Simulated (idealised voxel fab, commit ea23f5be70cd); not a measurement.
process module | voxel transistor to metal
cross-section cut | 185 nm wide | cells 5 nm
A cross-section is a grid of square cells, given in bands from the top down. A band is one or more rows of cells.
Each band's line starts with the height of the band's top and of its bottom, in nm. Then come its materials from left to right, each with its width in nm. One material with "throughout" fills the band from edge to edge. "air" is empty space.
Height 0 is the level under which the wafer as received is all one material. The lowest band goes on downwards, as in "0 down".
A width such as "30 to 40" changes by the same amount from each row of cells to the next, from the band's top row to its bottom row.
"no change" after a step means that no cell of the cross-section changed.
closed voids: empty space of 8 cells or more with no open way to the top, each as width x height at its distance from the left edge, in nm
after a step's settings: what the simulator itself notes on the step
overlay nm, on a step with a mask: how far to the right of its planned place the mask lay; to the left if negative
plan
1 op RECEIVE | material Si
2 op CONFORMAL_DEP | material SiO2 | thk nm 5
3 op CONFORMAL_DEP | material SiN | thk nm 10
4 op MASKED_ETCH | tone cover | mask id ACTIVE | width nm 100 | etch materials SiN | depth nm 10 | overlay nm 0
5 op MASKED_ETCH | tone cover | mask id ACTIVE | width nm 100 | etch materials SiO2 | depth nm 5 | overlay nm 0
6 op MASKED_ETCH | tone cover | mask id ACTIVE | width nm 100 | etch materials Si | depth nm 30 | overlay nm 0
7 op FILL_DEP | material SiO2 | thk nm 15
8 op CMP | height nm 15
9 op SELECTIVE_ETCH | etch materials SiO2 | depth nm 5
10 op STRIP | etch materials SiN
11 op SELECTIVE_ETCH | etch materials SiO2 | depth nm 5
12 op OXIDIZE | depth nm 5
13 op DIRECTIONAL_DEP | material polySi | thk nm 30
14 op DIRECTIONAL_DEP | material SiCN | thk nm 15
15 op MASKED_ETCH | tone cover | mask id GATE | width nm 20 | etch materials SiCN | depth nm 25 | overlay nm 0
16 op MASKED_ETCH | tone cover | mask id GATE | width nm 20 | etch materials polySi | depth nm 40 | overlay nm 0
17 op CONFORMAL_DEP | material SiN | thk nm 10
18 op DIRECTIONAL_ETCH | etch materials SiN | depth nm 10
19 op DIRECTIONAL_ETCH | etch materials SiO2 | depth nm 5
20 op DIRECTIONAL_ETCH | etch materials Si | depth nm 5
21 op EPI | material SiGe | thk nm 5
22 op FILL_DEP | material SiO2 | thk nm 10
23 op CMP | height nm 45
24 op DIRECTIONAL_DEP | material SiO2 | thk nm 10
25 op MASKED_ETCH | tone open | mask id CONTACT | width nm 20 | pitch nm 70 | etch materials SiO2 | depth nm 60 | overlay nm 0
26 op CONFORMAL_DEP | material TiN | thk nm 5
27 op FILL_DEP | material Ru | thk nm 10
28 op CMP | height nm 55
29 op CONFORMAL_DEP | material SiN | thk nm 5
30 op DIRECTIONAL_DEP | material SiO2 | thk nm 15
31 op PATTERN | tone open | mask id METAL_1 | material resist | width nm 20 | pitch nm 70 | thk nm 15 | overlay nm 0
32 op DIRECTIONAL_ETCH | etch materials SiO2 | depth nm 15
33 op DIRECTIONAL_ETCH | etch materials SiN | depth nm 5
34 op STRIP | etch materials resist
35 op CONFORMAL_DEP | material TiN | thk nm 5
36 op FILL_DEP | material Cu | thk nm 10
37 op CMP | height nm 75
38 op CONFORMAL_DEP | material SiCN | thk nm 5
39 op DIRECTIONAL_DEP | material lowk | thk nm 30
40 op MASKED_ETCH | tone open | mask id METAL_2_HOLES | width nm 15 | pitch nm 70 | etch materials lowk | depth nm 30 | overlay nm 0
41 op MASKED_ETCH | tone open | mask id METAL_2 | width nm 20 | pitch nm 70 | etch materials lowk | depth nm 15 | overlay nm -15
42 op MASKED_ETCH | tone open | mask id METAL_2 | width nm 20 | pitch nm 70 | etch materials SiCN | depth nm 5 | overlay nm 0
43 op CONFORMAL_DEP | material TiN | thk nm 5
44 op FILL_DEP | material Cu | thk nm 5
45 op CMP | height nm 110
46 op CONFORMAL_DEP | material SiN | thk nm 5
varied across the wafers: overlay nm of step 41. The plan shows the first wafer's value. All wafers start alike
first wafer as received, after step 1
  0 down: Si throughout
  closed voids: none
first wafer at the end, after step 46
  115 to 110: SiN throughout
  110 to 100: lowk 30 | TiN 5 | Cu 20 | TiN 5 | lowk 40 | TiN 5 | Cu 20 | TiN 5 | lowk 55
  100 to 95: lowk 30 | TiN 20 | Cu 5 | TiN 5 | lowk 40 | TiN 20 | Cu 5 | TiN 5 | lowk 55
  95 to 80: lowk 45 | TiN 5 | Cu 5 | TiN 5 | lowk 55 | TiN 5 | Cu 5 | TiN 5 | lowk 55
  80 to 75: SiCN 45 | TiN 15 | SiCN 55 | TiN 15 | SiCN 55
  75 to 60: SiO2 45 | TiN 5 | Cu 10 | TiN 5 | SiO2 50 | TiN 5 | Cu 10 | TiN 5 | SiO2 50
  60 to 55: SiN 45 | TiN 20 | SiN 50 | TiN 20 | SiN 50
  55 to 45: SiO2 45 | TiN 5 | Ru 10 | TiN 5 | SiO2 50 | TiN 5 | Ru 10 | TiN 5 | SiO2 50
  45 to 30: SiO2 45 | TiN 5 | Ru 10 | TiN 5 | SiO2 5 | SiN 10 | SiCN 20 | SiN 10 | SiO2 5 | TiN 5 | Ru 10 | TiN 5 | SiO2 50
  30 to 5: SiO2 45 | TiN 5 | Ru 10 | TiN 5 | SiO2 5 | SiN 10 | polySi 20 | SiN 10 | SiO2 5 | TiN 5 | Ru 10 | TiN 5 | SiO2 50
  5 to 0: SiO2 35 | SiN 10 | TiN 10 | Ru 5 | TiN 5 | SiO2 5 | SiN 10 | polySi 20 | SiN 10 | SiO2 5 | TiN 5 | Ru 5 | TiN 10 | SiN 10 | SiO2 40
  0 to -5: SiO2 45 | SiGe 5 | TiN 15 | SiGe 5 | SiO2 40 | SiGe 5 | TiN 15 | SiGe 5 | SiO2 50
  -5 to -10: SiO2 40 | Si 5 | SiGe 25 | Si 40 | SiGe 25 | Si 5 | SiO2 45
  -10 to -30: SiO2 40 | Si 100 | SiO2 45
  -30 down: Si throughout
  closed voids: none
last wafer at the end
  115 to 110: SiN throughout
  110 to 100: lowk 45 | TiN 5 | Cu 25 | TiN 5 | lowk 35 | TiN 5 | Cu 25 | TiN 5 | lowk 35
  100 to 95: lowk 45 | TiN 5 | Cu 5 | TiN 25 | lowk 35 | TiN 5 | Cu 5 | TiN 25 | lowk 35
  95 to 80: lowk 45 | TiN 5 | Cu 5 | TiN 5 | lowk 55 | TiN 5 | Cu 5 | TiN 5 | lowk 55
  80 to 75: SiCN 45 | TiN 15 | SiCN 55 | TiN 15 | SiCN 55
  75 to 60: SiO2 45 | TiN 5 | Cu 10 | TiN 5 | SiO2 50 | TiN 5 | Cu 10 | TiN 5 | SiO2 50
  60 to 55: SiN 45 | TiN 20 | SiN 50 | TiN 20 | SiN 50
  55 to 45: SiO2 45 | TiN 5 | Ru 10 | TiN 5 | SiO2 50 | TiN 5 | Ru 10 | TiN 5 | SiO2 50
  45 to 30: SiO2 45 | TiN 5 | Ru 10 | TiN 5 | SiO2 5 | SiN 10 | SiCN 20 | SiN 10 | SiO2 5 | TiN 5 | Ru 10 | TiN 5 | SiO2 50
  30 to 5: SiO2 45 | TiN 5 | Ru 10 | TiN 5 | SiO2 5 | SiN 10 | polySi 20 | SiN 10 | SiO2 5 | TiN 5 | Ru 10 | TiN 5 | SiO2 50
  5 to 0: SiO2 35 | SiN 10 | TiN 10 | Ru 5 | TiN 5 | SiO2 5 | SiN 10 | polySi 20 | SiN 10 | SiO2 5 | TiN 5 | Ru 5 | TiN 10 | SiN 10 | SiO2 40
  0 to -5: SiO2 45 | SiGe 5 | TiN 15 | SiGe 5 | SiO2 40 | SiGe 5 | TiN 15 | SiGe 5 | SiO2 50
  -5 to -10: SiO2 40 | Si 5 | SiGe 25 | Si 40 | SiGe 25 | Si 5 | SiO2 45
  -10 to -30: SiO2 40 | Si 100 | SiO2 45
  -30 down: Si throughout
  closed voids: none
each wafer at the end: cells of each material gained (+) or lost (-) since it was received, then its closed voids
overlay nm -15 | +36 Cu | +42 Ru | -132 Si | +43 SiCN | +14 SiGe | +106 SiN | +442 SiO2 | +108 TiN | +168 lowk | +24 polySi | closed voids: none
overlay nm -10 | +32 Cu | +42 Ru | -132 Si | +43 SiCN | +14 SiGe | +106 SiN | +442 SiO2 | +106 TiN | +174 lowk | +24 polySi | closed voids: none
overlay nm -5 | +28 Cu | +42 Ru | -132 Si | +43 SiCN | +14 SiGe | +106 SiN | +442 SiO2 | +104 TiN | +180 lowk | +24 polySi | closed voids: none
overlay nm 0 | +28 Cu | +42 Ru | -132 Si | +43 SiCN | +14 SiGe | +106 SiN | +442 SiO2 | +104 TiN | +180 lowk | +24 polySi | closed voids: none
overlay nm 5 | +32 Cu | +42 Ru | -132 Si | +43 SiCN | +14 SiGe | +106 SiN | +442 SiO2 | +106 TiN | +174 lowk | +24 polySi | closed voids: none
overlay nm 10 | +36 Cu | +42 Ru | -132 Si | +43 SiCN | +14 SiGe | +106 SiN | +442 SiO2 | +108 TiN | +168 lowk | +24 polySi | closed voids: none
overlay nm 15 | +40 Cu | +42 Ru | -132 Si | +43 SiCN | +14 SiGe | +106 SiN | +442 SiO2 | +110 TiN | +162 lowk | +24 polySi | closed voids: none
